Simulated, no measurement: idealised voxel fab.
process module | voxel transistor to metal
cross-section cut | 185 nm wide | cells 5 nm
A cross-section is a grid of square cells, given in bands from the top down. A band is one or more rows of cells.
Each band's line starts with the height of the band's top and of its bottom, in nm. Then come its materials from left to right, each with its width in nm. One material with "throughout" fills the band from edge to edge. "air" is empty space.
Height 0 is the level under which the wafer as received is all one material. The lowest band goes on downwards, as in "0 down".
A width such as "30 to 40" changes by the same amount from each row of cells to the next, from the band's top row to its bottom row.
"no change" after a step means that no cell of the cross-section changed.
closed voids: empty space of 8 cells or more with no open way to the top, each as width x height at its distance from the left edge, in nm
after a step's settings: what the simulator itself notes on the step
overlay nm, on a step with a mask: how far to the right of its planned place the mask lay; to the left if negative
plan
1 op RECEIVE | material Si
2 op OXIDIZE | depth nm 5
3 op CONFORMAL_DEP | material SiN | thk nm 15
4 op DIRECTIONAL_DEP | material aC | thk nm 10
5 op PATTERN | tone cover | mask id ACTIVE | material resist | width nm 105 | thk nm 30 | overlay nm 0
6 op DIRECTIONAL_ETCH | etch materials aC | depth nm 10
7 op STRIP | etch materials resist
8 op DIRECTIONAL_ETCH | etch materials SiN | depth nm 15
9 op DIRECTIONAL_ETCH | etch materials SiO2 | depth nm 5
10 op DIRECTIONAL_ETCH | etch materials Si | depth nm 35
11 op STRIP | etch materials aC
12 op FILL_DEP | material SiO2 | thk nm 10
13 op CMP | height nm 15
14 op SELECTIVE_ETCH | etch materials SiO2 | depth nm 10
15 op STRIP | etch materials SiN
16 op SELECTIVE_ETCH | etch materials SiO2 | depth nm 5
17 op OXIDIZE | depth nm 5
18 op DIRECTIONAL_DEP | material polySi | thk nm 20
19 op DIRECTIONAL_DEP | material SiCN | thk nm 10
20 op MASKED_ETCH | tone cover | mask id GATE | width nm 25 | etch materials SiCN | depth nm 20 | overlay nm 0
21 op MASKED_ETCH | tone cover | mask id GATE | width nm 25 | etch materials polySi | depth nm 30 | overlay nm 0
22 op CONFORMAL_DEP | material SiN | thk nm 5
23 op DIRECTIONAL_ETCH | etch materials SiN | depth nm 5
24 op DIRECTIONAL_ETCH | etch materials SiO2 | depth nm 5
25 op DIRECTIONAL_ETCH | etch materials Si | depth nm 10
26 op EPI | material pSi | thk nm 10
27 op FILL_DEP | material SiO2 | thk nm 10
28 op CMP | height nm 25
29 op DIRECTIONAL_DEP | material SiO2 | thk nm 10
30 op PATTERN | tone open | mask id CONTACT | material resist | width nm 30 | pitch nm 65 | thk nm 15 | overlay nm 0
31 op DIRECTIONAL_ETCH | etch materials SiO2 | depth nm 45
32 op STRIP | etch materials resist
33 op CONFORMAL_DEP | material TiN | thk nm 5
34 op FILL_DEP | material Ru | thk nm 10
35 op CMP | height nm 35
36 op DIRECTIONAL_DEP | material TiN | thk nm 5
37 op DIRECTIONAL_DEP | material W | thk nm 20
38 op DIRECTIONAL_DEP | material aC | thk nm 15
39 op PATTERN | tone cover | mask id METAL_1 | material resist | width nm 15 | pitch nm 80 | thk nm 35 | overlay nm 0
40 op DIRECTIONAL_ETCH | etch materials aC | depth nm 15
41 op STRIP | etch materials resist
42 op DIRECTIONAL_ETCH | etch materials W | depth nm 20
43 op DIRECTIONAL_ETCH | etch materials TiN | depth nm 5
44 op STRIP | etch materials aC
45 op FILL_DEP | material SiO2 | thk nm 10
46 op CMP | height nm 60
47 op CONFORMAL_DEP | material SiCN | thk nm 5
48 op DIRECTIONAL_DEP | material lowk | thk nm 30
49 op DIRECTIONAL_DEP | material aC | thk nm 10
50 op PATTERN | tone open | mask id METAL_2 | material resist | width nm 15 | pitch nm 80 | thk nm 25 | overlay nm 0
51 op DIRECTIONAL_ETCH | etch materials aC | depth nm 10
52 op STRIP | etch materials resist
53 op DIRECTIONAL_ETCH | etch materials lowk | depth nm 15
54 op STRIP | etch materials aC
55 op DIRECTIONAL_DEP | material aC | thk nm 10
56 op PATTERN | tone open | mask id METAL_2_HOLES | material resist | width nm 15 | pitch nm 80 | thk nm 25 | overlay nm 0
57 op DIRECTIONAL_ETCH | etch materials aC | depth nm 10
58 op STRIP | etch materials resist
59 op DIRECTIONAL_ETCH | etch materials lowk | depth nm 15
60 op DIRECTIONAL_ETCH | etch materials SiCN | depth nm 5
61 op STRIP | etch materials aC
62 op CONFORMAL_DEP | material TiN | thk nm 5
63 op FILL_DEP | material Cu | thk nm 10
64 op CMP | height nm 95
65 op CONFORMAL_DEP | material SiCN | thk nm 5
first wafer, as planned
as received, after step 1
  0 down: Si throughout
  closed voids: none
after step 2
  0 to -5: SiO2 throughout
  below -5: unchanged
after step 3
  15 to 0: SiN throughout
  below 0: unchanged
after step 4
  25 to 15: aC throughout
  below 15: unchanged
after step 5
  55 to 25: air 40 | resist 105 | air 40
  below 25: unchanged
after step 6
  45 to 25: air 40 | resist 105 | air 40
  25 to 15: air 40 | aC 105 | air 40
  below 15: unchanged
after step 7
  25 to 15: air 40 | aC 105 | air 40
  below 15: unchanged
after step 8
  25 to 15: air 40 | aC 105 | air 40
  15 to 0: air 40 | SiN 105 | air 40
  below 0: unchanged
after step 9
  25 to 15: air 40 | aC 105 | air 40
  15 to 0: air 40 | SiN 105 | air 40
  0 to -5: air 40 | SiO2 105 | air 40
  below -5: unchanged
after step 10
  25 to 15: air 40 | aC 105 | air 40
  15 to 0: air 40 | SiN 105 | air 40
  0 to -5: air 40 | SiO2 105 | air 40
  -5 to -40: air 40 | Si 105 | air 40
  below -40: unchanged
after step 11
  15 to 0: air 40 | SiN 105 | air 40
  below 0: unchanged
after step 12
  25 to 15: SiO2 throughout
  15 to 0: SiO2 40 | SiN 105 | SiO2 40
  0 to -5: SiO2 throughout
  -5 to -40: SiO2 40 | Si 105 | SiO2 40
  below -40: unchanged
after step 13
  15 to 0: SiO2 40 | SiN 105 | SiO2 40
  below 0: unchanged
after step 14
  15 to 5: air 40 | SiN 105 | air 40
  below 5: unchanged
after step 15
  5 to 0: SiO2 40 | air 105 | SiO2 40
  below 0: unchanged
after step 16
  0 to -5: SiO2 35 | air 115 | SiO2 35
  below -5: unchanged
after step 17
  0 to -5: SiO2 35 | air 115 | SiO2 35
  -5 to -10: SiO2 throughout
  below -10: unchanged
after step 18
  20 to 15: polySi 35 | air 115 | polySi 35
  15 to 0: polySi throughout
  0 to -5: SiO2 35 | polySi 115 | SiO2 35
  below -5: unchanged
after step 19
  30 to 25: SiCN 35 | air 115 | SiCN 35
  25 to 20: SiCN throughout
  20 to 15: polySi 35 | SiCN 115 | polySi 35
  below 15: unchanged
after step 20
  25 to 20: air 80 | SiCN 25 | air 80
  20 to 15: polySi 35 | air 45 | SiCN 25 | air 45 | polySi 35
  below 15: unchanged
after step 21
  25 to 15: air 80 | SiCN 25 | air 80
  15 to 0: air 80 | polySi 25 | air 80
  0 to -5: SiO2 35 | air 45 | polySi 25 | air 45 | SiO2 35
  below -5: unchanged
after step 22
  30 to 25: air 75 | SiN 35 | air 75
  25 to 15: air 75 | SiN 5 | SiCN 25 | SiN 5 | air 75
  15 to 5: air 75 | SiN 5 | polySi 25 | SiN 5 | air 75
  5 to 0: SiN 40 | air 35 | SiN 5 | polySi 25 | SiN 5 | air 35 | SiN 40
  0 to -5: SiO2 35 | SiN 45 | polySi 25 | SiN 45 | SiO2 35
  below -5: unchanged
after step 23
  25 to 15: air 75 | SiN 5 | SiCN 25 | SiN 5 | air 75
  15 to 0: air 75 | SiN 5 | polySi 25 | SiN 5 | air 75
  0 to -5: SiO2 35 | SiN 5 | air 35 | SiN 5 | polySi 25 | SiN 5 | air 35 | SiN 5 | SiO2 35
  below -5: unchanged
after step 24
  25 to 15: air 75 | SiN 5 | SiCN 25 | SiN 5 | air 75
  15 to 0: air 75 | SiN 5 | polySi 25 | SiN 5 | air 75
  0 to -5: air 35 | SiN 5 | air 35 | SiN 5 | polySi 25 | SiN 5 | air 35 | SiN 5 | air 35
  -5 to -10: SiO2 40 | air 35 | SiO2 35 | air 35 | SiO2 40
  below -10: unchanged
after step 25
  25 to 15: air 75 | SiN 5 | SiCN 25 | SiN 5 | air 75
  15 to 0: air 75 | SiN 5 | polySi 25 | SiN 5 | air 75
  0 to -5: air 35 | SiN 5 | air 35 | SiN 5 | polySi 25 | SiN 5 | air 35 | SiN 5 | air 35
  -5 to -10: SiO2 40 | air 35 | SiO2 35 | air 35 | SiO2 40
  -10 to -20: SiO2 40 | air 35 | Si 35 | air 35 | SiO2 40
  below -20: unchanged
after step 26
  25 to 15: air 75 | SiN 5 | SiCN 25 | SiN 5 | air 75
  15 to 0: air 75 | SiN 5 | polySi 25 | SiN 5 | air 75
  0 to -5: air 35 | SiN 5 | air 25 | pSi 10 | SiN 5 | polySi 25 | SiN 5 | pSi 10 | air 25 | SiN 5 | air 35
  -5 to -10: SiO2 40 | air 25 | pSi 10 | SiO2 35 | pSi 10 | air 25 | SiO2 40
  -10 to -20: SiO2 40 | pSi 35 | Si 35 | pSi 35 | SiO2 40
  below -20: unchanged
after step 27
  35 to 25: SiO2 throughout
  25 to 15: SiO2 75 | SiN 5 | SiCN 25 | SiN 5 | SiO2 75
  15 to 0: SiO2 75 | SiN 5 | polySi 25 | SiN 5 | SiO2 75
  0 to -5: SiO2 35 | SiN 5 | SiO2 25 | pSi 10 | SiN 5 | polySi 25 | SiN 5 | pSi 10 | SiO2 25 | SiN 5 | SiO2 35
  -5 to -10: SiO2 65 | pSi 10 | SiO2 35 | pSi 10 | SiO2 65
  below -10: unchanged
after step 28
  25 to 15: SiO2 75 | SiN 5 | SiCN 25 | SiN 5 | SiO2 75
  below 15: unchanged
after step 29
  35 to 25: SiO2 throughout
  below 25: unchanged
after step 30
  50 to 35: resist 45 | air 30 | resist 35 | air 30 | resist 45
  below 35: unchanged
after step 31
  50 to 35: resist 45 | air 30 | resist 35 | air 30 | resist 45
  35 to 25: SiO2 45 | air 30 | SiO2 35 | air 30 | SiO2 45
  25 to 15: SiO2 45 | air 30 | SiN 5 | SiCN 25 | SiN 5 | air 30 | SiO2 45
  15 to 0: SiO2 45 | air 30 | SiN 5 | polySi 25 | SiN 5 | air 30 | SiO2 45
  0 to -5: SiO2 35 | SiN 5 | SiO2 5 | air 20 | pSi 10 | SiN 5 | polySi 25 | SiN 5 | pSi 10 | air 20 | SiO2 5 | SiN 5 | SiO2 35
  -5 to -10: SiO2 45 | air 20 | pSi 10 | SiO2 35 | pSi 10 | air 20 | SiO2 45
  below -10: unchanged
after step 32
  35 to 25: SiO2 45 | air 30 | SiO2 35 | air 30 | SiO2 45
  below 25: unchanged
after step 33
  40 to 35: TiN 50 | air 20 | TiN 45 | air 20 | TiN 50
  35 to 25: SiO2 45 | TiN 5 | air 20 | TiN 5 | SiO2 35 | TiN 5 | air 20 | TiN 5 | SiO2 45
  25 to 15: SiO2 45 | TiN 5 | air 20 | TiN 5 | SiN 5 | SiCN 25 | SiN 5 | TiN 5 | air 20 | TiN 5 | SiO2 45
  15 to 5: SiO2 45 | TiN 5 | air 20 | TiN 5 | SiN 5 | polySi 25 | SiN 5 | TiN 5 | air 20 | TiN 5 | SiO2 45
  5 to 0: SiO2 45 | TiN 5 | air 10 | TiN 15 | SiN 5 | polySi 25 | SiN 5 | TiN 15 | air 10 | TiN 5 | SiO2 45
  0 to -5: SiO2 35 | SiN 5 | SiO2 5 | TiN 5 | air 10 | TiN 5 | pSi 10 | SiN 5 | polySi 25 | SiN 5 | pSi 10 | TiN 5 | air 10 | TiN 5 | SiO2 5 | SiN 5 | SiO2 35
  -5 to -10: SiO2 45 | TiN 20 | pSi 10 | SiO2 35 | pSi 10 | TiN 20 | SiO2 45
  below -10: unchanged
after step 34
  50 to 40: Ru throughout
  40 to 35: TiN 50 | Ru 20 | TiN 45 | Ru 20 | TiN 50
  35 to 25: SiO2 45 | TiN 5 | Ru 20 | TiN 5 | SiO2 35 | TiN 5 | Ru 20 | TiN 5 | SiO2 45
  25 to 15: SiO2 45 | TiN 5 | Ru 20 | TiN 5 | SiN 5 | SiCN 25 | SiN 5 | TiN 5 | Ru 20 | TiN 5 | SiO2 45
  15 to 5: SiO2 45 | TiN 5 | Ru 20 | TiN 5 | SiN 5 | polySi 25 | SiN 5 | TiN 5 | Ru 20 | TiN 5 | SiO2 45
  5 to 0: SiO2 45 | TiN 5 | Ru 10 | TiN 15 | SiN 5 | polySi 25 | SiN 5 | TiN 15 | Ru 10 | TiN 5 | SiO2 45
  0 to -5: SiO2 35 | SiN 5 | SiO2 5 | TiN 5 | Ru 10 | TiN 5 | pSi 10 | SiN 5 | polySi 25 | SiN 5 | pSi 10 | TiN 5 | Ru 10 | TiN 5 | SiO2 5 | SiN 5 | SiO2 35
  below -5: unchanged
after step 35
  35 to 25: SiO2 45 | TiN 5 | Ru 20 | TiN 5 | SiO2 35 | TiN 5 | Ru 20 | TiN 5 | SiO2 45
  below 25: unchanged
after step 36
  40 to 35: TiN throughout
  below 35: unchanged
after step 37
  60 to 40: W throughout
  below 40: unchanged
after step 38
  75 to 60: aC throughout
  below 60: unchanged
after step 39
  110 to 75: air 45 | resist 15 | air 65 | resist 15 | air 45
  below 75: unchanged
after step 40
  95 to 75: air 45 | resist 15 | air 65 | resist 15 | air 45
  75 to 60: air 45 | aC 15 | air 65 | aC 15 | air 45
  below 60: unchanged
after step 41
  75 to 60: air 45 | aC 15 | air 65 | aC 15 | air 45
  below 60: unchanged
after step 42
  75 to 60: air 45 | aC 15 | air 65 | aC 15 | air 45
  60 to 40: air 45 | W 15 | air 65 | W 15 | air 45
  below 40: unchanged
after step 43
  75 to 60: air 45 | aC 15 | air 65 | aC 15 | air 45
  60 to 40: air 45 | W 15 | air 65 | W 15 | air 45
  40 to 35: air 45 | TiN 15 | air 65 | TiN 15 | air 45
  below 35: unchanged
after step 44
  60 to 40: air 45 | W 15 | air 65 | W 15 | air 45
  below 40: unchanged
after step 45
  70 to 60: SiO2 throughout
  60 to 40: SiO2 45 | W 15 | SiO2 65 | W 15 | SiO2 45
  40 to 35: SiO2 45 | TiN 15 | SiO2 65 | TiN 15 | SiO2 45
  below 35: unchanged
after step 46
  60 to 40: SiO2 45 | W 15 | SiO2 65 | W 15 | SiO2 45
  below 40: unchanged
after step 47
  65 to 60: SiCN throughout
  below 60: unchanged
after step 48
  95 to 65: lowk throughout
  below 65: unchanged
after step 49
  105 to 95: aC throughout
  below 95: unchanged
after step 50
  130 to 105: resist 45 | air 15 | resist 65 | air 15 | resist 45
  below 105: unchanged
after step 51
  120 to 105: resist 45 | air 15 | resist 65 | air 15 | resist 45
  105 to 95: aC 45 | air 15 | aC 65 | air 15 | aC 45
  below 95: unchanged
after step 52
  105 to 95: aC 45 | air 15 | aC 65 | air 15 | aC 45
  below 95: unchanged
after step 53
  105 to 95: aC 45 | air 15 | aC 65 | air 15 | aC 45
  95 to 80: lowk 45 | air 15 | lowk 65 | air 15 | lowk 45
  below 80: unchanged
after step 54
  95 to 80: lowk 45 | air 15 | lowk 65 | air 15 | lowk 45
  below 80: unchanged
after step 55
  105 to 95: aC 45 | air 15 | aC 65 | air 15 | aC 45
  95 to 90: lowk 45 | air 15 | lowk 65 | air 15 | lowk 45
  90 to 80: lowk 45 | aC 15 | lowk 65 | aC 15 | lowk 45
  below 80: unchanged
after step 56
  130 to 105: resist 45 | air 15 | resist 65 | air 15 | resist 45
  below 105: unchanged
after step 57
  120 to 105: resist 45 | air 15 | resist 65 | air 15 | resist 45
  105 to 95: aC 45 | air 15 | aC 65 | air 15 | aC 45
  95 to 80: lowk 45 | air 15 | lowk 65 | air 15 | lowk 45
  below 80: unchanged
after step 58
  105 to 95: aC 45 | air 15 | aC 65 | air 15 | aC 45
  below 95: unchanged
after step 59
  105 to 95: aC 45 | air 15 | aC 65 | air 15 | aC 45
  95 to 65: lowk 45 | air 15 | lowk 65 | air 15 | lowk 45
  below 65: unchanged
after step 60
  105 to 95: aC 45 | air 15 | aC 65 | air 15 | aC 45
  95 to 65: lowk 45 | air 15 | lowk 65 | air 15 | lowk 45
  65 to 60: SiCN 45 | air 15 | SiCN 65 | air 15 | SiCN 45
  below 60: unchanged
after step 61
  95 to 65: lowk 45 | air 15 | lowk 65 | air 15 | lowk 45
  below 65: unchanged
after step 62
  100 to 95: TiN 50 | air 5 | TiN 75 | air 5 | TiN 50
  95 to 65: lowk 45 | TiN 5 | air 5 | TiN 5 | lowk 65 | TiN 5 | air 5 | TiN 5 | lowk 45
  65 to 60: SiCN 45 | TiN 15 | SiCN 65 | TiN 15 | SiCN 45
  below 60: unchanged
after step 63
  110 to 100: Cu throughout
  100 to 95: TiN 50 | Cu 5 | TiN 75 | Cu 5 | TiN 50
  95 to 65: lowk 45 | TiN 5 | Cu 5 | TiN 5 | lowk 65 | TiN 5 | Cu 5 | TiN 5 | lowk 45
  below 65: unchanged
after step 64
  95 to 65: lowk 45 | TiN 5 | Cu 5 | TiN 5 | lowk 65 | TiN 5 | Cu 5 | TiN 5 | lowk 45
  below 65: unchanged
after step 65
  100 to 95: SiCN throughout
  below 95: unchanged
second wafer: like start, like plan, one mistake. Through step 45 it matches the first wafer
when step 46 should have ended
  60 to 40: SiO2 45 | W 15 | SiO2 65 | W 15 | SiO2 45
  below 40: unchanged
when step 47 should have ended
  65 to 60: SiCN throughout
  below 60: unchanged
when step 48 should have ended
  95 to 65: lowk throughout
  below 65: unchanged
when step 49 should have ended
  105 to 95: aC throughout
  below 95: unchanged
when step 50 should have ended
  130 to 105: resist 45 | air 15 | resist 65 | air 15 | resist 45
  below 105: unchanged
when step 51 should have ended
  120 to 105: resist 45 | air 15 | resist 65 | air 15 | resist 45
  105 to 95: aC 45 | air 15 | aC 65 | air 15 | aC 45
  below 95: unchanged
when step 52 should have ended
  105 to 95: aC 45 | air 15 | aC 65 | air 15 | aC 45
  below 95: unchanged
when step 53 should have ended
  105 to 95: aC 45 | air 15 | aC 65 | air 15 | aC 45
  95 to 80: lowk 45 | air 15 | lowk 65 | air 15 | lowk 45
  below 80: unchanged
when step 54 should have ended
  95 to 80: lowk 45 | air 15 | lowk 65 | air 15 | lowk 45
  below 80: unchanged
when step 55 should have ended
  105 to 95: aC 45 | air 15 | aC 65 | air 15 | aC 45
  95 to 90: lowk 45 | air 15 | lowk 65 | air 15 | lowk 45
  90 to 80: lowk 45 | aC 15 | lowk 65 | aC 15 | lowk 45
  below 80: unchanged
when step 56 should have ended
  130 to 105: resist 45 | air 15 | resist 65 | air 15 | resist 45
  below 105: unchanged
when step 57 should have ended
  120 to 105: resist 45 | air 15 | resist 65 | air 15 | resist 45
  105 to 95: aC 45 | air 15 | aC 65 | air 15 | aC 45
  95 to 80: lowk 45 | air 15 | lowk 65 | air 15 | lowk 45
  below 80: unchanged
when step 58 should have ended
  105 to 95: aC 45 | air 15 | aC 65 | air 15 | aC 45
  below 95: unchanged
when step 59 should have ended
  105 to 95: aC 45 | air 15 | aC 65 | air 15 | aC 45
  95 to 65: lowk 45 | air 15 | lowk 65 | air 15 | lowk 45
  below 65: unchanged
when step 60 should have ended
  105 to 95: aC 45 | air 15 | aC 65 | air 15 | aC 45
  95 to 65: lowk 45 | air 15 | lowk 65 | air 15 | lowk 45
  65 to 60: SiCN 45 | air 15 | SiCN 65 | air 15 | SiCN 45
  below 60: unchanged
when step 61 should have ended
  95 to 65: lowk 45 | air 15 | lowk 65 | air 15 | lowk 45
  below 65: unchanged
when step 62 should have ended
  100 to 95: TiN 50 | air 5 | TiN 75 | air 5 | TiN 50
  95 to 65: lowk 45 | TiN 5 | air 5 | TiN 5 | lowk 65 | TiN 5 | air 5 | TiN 5 | lowk 45
  65 to 60: SiCN 45 | TiN 15 | SiCN 65 | TiN 15 | SiCN 45
  below 60: unchanged
when step 63 should have ended
  110 to 100: Cu throughout
  100 to 95: TiN 50 | Cu 5 | TiN 75 | Cu 5 | TiN 50
  95 to 65: lowk 45 | TiN 5 | Cu 5 | TiN 5 | lowk 65 | TiN 5 | Cu 5 | TiN 5 | lowk 45
  below 65: unchanged
when step 64 should have ended
  95 to 65: lowk 45 | TiN 5 | Cu 5 | TiN 5 | lowk 65 | TiN 5 | Cu 5 | TiN 5 | lowk 45
  below 65: unchanged
when step 65 should have ended
  100 to 95: SiCN throughout
  below 95: unchanged
what went wrong: step 46 was run twice
at the end the two cross-sections are the same: no effect in what this model computes
